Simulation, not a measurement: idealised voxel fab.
The process module presented herein is designated voxel self aligned vias.
Displayed cross-section: cut, width of 245 nm, square cells sized 5 nm.
If you're reading a cross-section in this doc, picture square cells in a grid; it comes to you as bands, top ones listed first down to the bottom, and a band can be one or more rows of cells. For a band, the entry starts with two heights in nm, that of the top and then that of the bottom, and carries on with the band's materials in order from left to right, each alongside its width in nm; the word "everywhere" beside a single material means it fills the band edge to edge, and "blank" means empty space. Where do heights start? At 0: under that level the wafer as delivered is made of one material only. And the lowest band has no floor; it just carries on downward, as in "0 nm and below". It should be noted that a width expressed as "30->40" varies in equal increments from row to row of cells within the band, taking the value of the first number at the top row and that of the second number at the bottom row. "remained unchanged", as given for a step, is the statement that not any cell of the cross-section underwent a change during that step. The entry titled "Enclosed void catalog" provides the empty spaces that have no open way to the top, restricted to those of 8 cells or more. Each is presented as width x height at distance, the distance being measured from the left edge, with all three in nm. It should be noted that, on the line of a given step, the content following the step's settings is a remark produced by the simulator itself with respect to that step. overlay nm: for a step with a mask, the amount by which the mask lay right of where it was planned; a negative amount means left of it.
Intended process steps:
- 1: RECEIVE [material Si]
- 2: CONFORMAL_DEP [material SiO2] [thk nm 10]
- 3: CONFORMAL_DEP [material SiCN] [thk nm 5]
- 4: DIRECTIONAL_DEP [material lowk] [thk nm 25]
- 5: DIRECTIONAL_DEP [material aC] [thk nm 15]
- 6: PATTERN [tone open] [mask id LINES] [material resist] [width nm 25] [pitch nm 60] [thk nm 35] [overlay nm 0]
- 7: DIRECTIONAL_ETCH [etch materials aC] [depth nm 15]
- 8: STRIP [etch materials resist]
- 9: DIRECTIONAL_ETCH [etch materials lowk] [depth nm 25]
- 10: STRIP [etch materials aC]
- 11: CONFORMAL_DEP [material TiN] [thk nm 5]
- 12: FILL_DEP [material W] [thk nm 5]
- 13: CMP [height nm 40]
- 14: SELECTIVE_ETCH [etch materials W Ru TiN] [depth nm 5]
- 15: FILL_DEP [material SiN] [thk nm 10]
- 16: CMP [height nm 40]
- 17: DIRECTIONAL_DEP [material lowk] [thk nm 20]
- 18: DIRECTIONAL_DEP [material aC] [thk nm 10]
- 19: PATTERN [tone open] [mask id VIAS] [material resist] [width nm 35] [pitch nm 60] [thk nm 25] [overlay nm 0]
- 20: DIRECTIONAL_ETCH [etch materials aC] [depth nm 10]
- 21: STRIP [etch materials resist]
- 22: DIRECTIONAL_ETCH [etch materials lowk] [depth nm 20]
- 23: DIRECTIONAL_ETCH [etch materials SiN] [depth nm 5]
- 24: STRIP [etch materials aC]
- 25: CONFORMAL_DEP [material TiN] [thk nm 5]
- 26: FILL_DEP [material Ru] [thk nm 10]
- 27: CMP [height nm 60]
- 28: CONFORMAL_DEP [material SiN] [thk nm 5]
Step 1 complete: cross-section of the wafer as received:
0 nm and below = Si everywhere
Enclosed void catalog: none
Cross-sectional view of the first of the two wafers upon completion of the module, processed in accordance with the plan:
65 nm to 60 nm = SiN everywhere
60 nm to 45 nm = lowk: 75, then TiN: 5, then Ru: 25, then TiN: 5, then lowk: 25, then TiN: 5, then Ru: 25, then TiN: 5, then lowk: 75
45 nm to 40 nm = lowk: 75, then TiN: 10, then Ru: 15, then TiN: 10, then lowk: 25, then TiN: 10, then Ru: 15, then TiN: 10, then lowk: 75
40 nm to 35 nm = lowk: 80, then TiN: 25, then lowk: 35, then TiN: 25, then lowk: 80
35 nm to 20 nm = lowk: 80, then TiN: 5, then W: 15, then TiN: 5, then lowk: 35, then TiN: 5, then W: 15, then TiN: 5, then lowk: 80
20 nm to 15 nm = lowk: 80, then TiN: 25, then lowk: 35, then TiN: 25, then lowk: 80
15 nm to 10 nm = SiCN everywhere
10 nm to 0 nm = SiO2 everywhere
0 nm and below = Si everywhere
Enclosed void catalog: none
This is the second of the two wafers, cross-sectioned at the end of the module; it started exactly like the first and was given the same plan, but it was run with one mistake:
60 nm to 55 nm = SiN everywhere
55 nm to 45 nm = lowk: 75, then TiN: 5, then Ru: 25, then TiN: 5, then lowk: 25, then TiN: 5, then Ru: 25, then TiN: 5, then lowk: 75
45 nm to 40 nm = lowk: 75, then TiN: 10, then Ru: 15, then TiN: 10, then lowk: 25, then TiN: 10, then Ru: 15, then TiN: 10, then lowk: 75
40 nm to 35 nm = lowk: 80, then TiN: 25, then lowk: 35, then TiN: 25, then lowk: 80
35 nm to 20 nm = lowk: 80, then TiN: 5, then W: 15, then TiN: 5, then lowk: 35, then TiN: 5, then W: 15, then TiN: 5, then lowk: 80
20 nm to 15 nm = lowk: 80, then TiN: 25, then lowk: 35, then TiN: 25, then lowk: 80
15 nm to 10 nm = SiCN everywhere
10 nm to 0 nm = SiO2 everywhere
0 nm and below = Si everywhere
Enclosed void catalog: none
It is concluded that the wafer was processed incorrectly with respect to the plan, in that it should be noted that step 27 was executed with settings other than those planned, the operation and settings actually applied being CMP [height nm 55]
Heads up, by the end the second wafer has more or fewer cells of some materials compared to the first: 10 fewer of Ru; 4 fewer of TiN; 35 fewer of lowk
